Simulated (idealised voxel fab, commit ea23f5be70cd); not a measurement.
Name of the process module below: voxel lift off
The cross-section shown here is cut; it is 230 nm wide and divided into square cells measuring 5 nm on a side.
A cross-section is a grid of square cells, given in bands from the top down. A band is one or more rows of cells. First you get the band's top height and its bottom height, in nm, and then the materials it's made of, left to right, with each width in nm. If you see a single material with "all across", that one covers the band edge to edge. "blank" is empty space. All heights in this document are referenced to 0, defined as the level beneath which the wafer, as received, consists entirely of one material. The lowest band is not bounded below; it extends indefinitely downward and is written in the form "from 0 down". Note: "30..40" means the width goes from the first number (top row of the band) to the second number (bottom row) in equal steps per row of cells. Reading "stayed the same" for a step: not a cell of the cross-section changed in it. For the entry "Internal closed voids", the listed items are empty spaces with no open way to the top whose size is 8 cells or more; each item follows the pattern width x height at distance, where distance is from the left edge and all three are in nm. Post-settings text on a step line: simulator's own remark regarding the step. "overlay nm" on a masked step: distance the mask lay right of its planned place, negative for left.

List of planned process steps:
- 1: RECEIVE with material Si
- 2: CONFORMAL_DEP with material SiN, thk nm 15
- 3: PATTERN with tone open, mask id LINES, material resist, width nm 25, pitch nm 55, thk nm 15, overlay nm 0
- 4: DIRECTIONAL_DEP with material Ru, thk nm 5
- 5: STRIP with etch materials resist
- 6: CONFORMAL_DEP with material SiO2, thk nm 10

Cross-section of the wafer at receipt, which is the condition after step 1:
    from 0 down = Si all across
    Internal closed voids: none

This is how the wafer looks in cross-section once the module is done, given the starting state and plan above and one mistake in carrying the plan out:
    from 30 to 25 = SiO2 55, blank 5, SiO2 50, blank 5, SiO2 50, blank 5, SiO2 60
    from 25 to 20 = SiO2 all across
    from 20 to 15 = Ru 45, SiO2 25, Ru 30, SiO2 25, Ru 30, SiO2 25, Ru 50
    from 15 to 0 = SiN all across
    from 0 down = Si all across
    Internal closed voids: none
Short version of what went wrong: step 3, actual vs plan mismatch, actual run PATTERN with tone cover, mask id LINES, material resist, width nm 25, pitch nm 55, thk nm 15, overlay nm 0
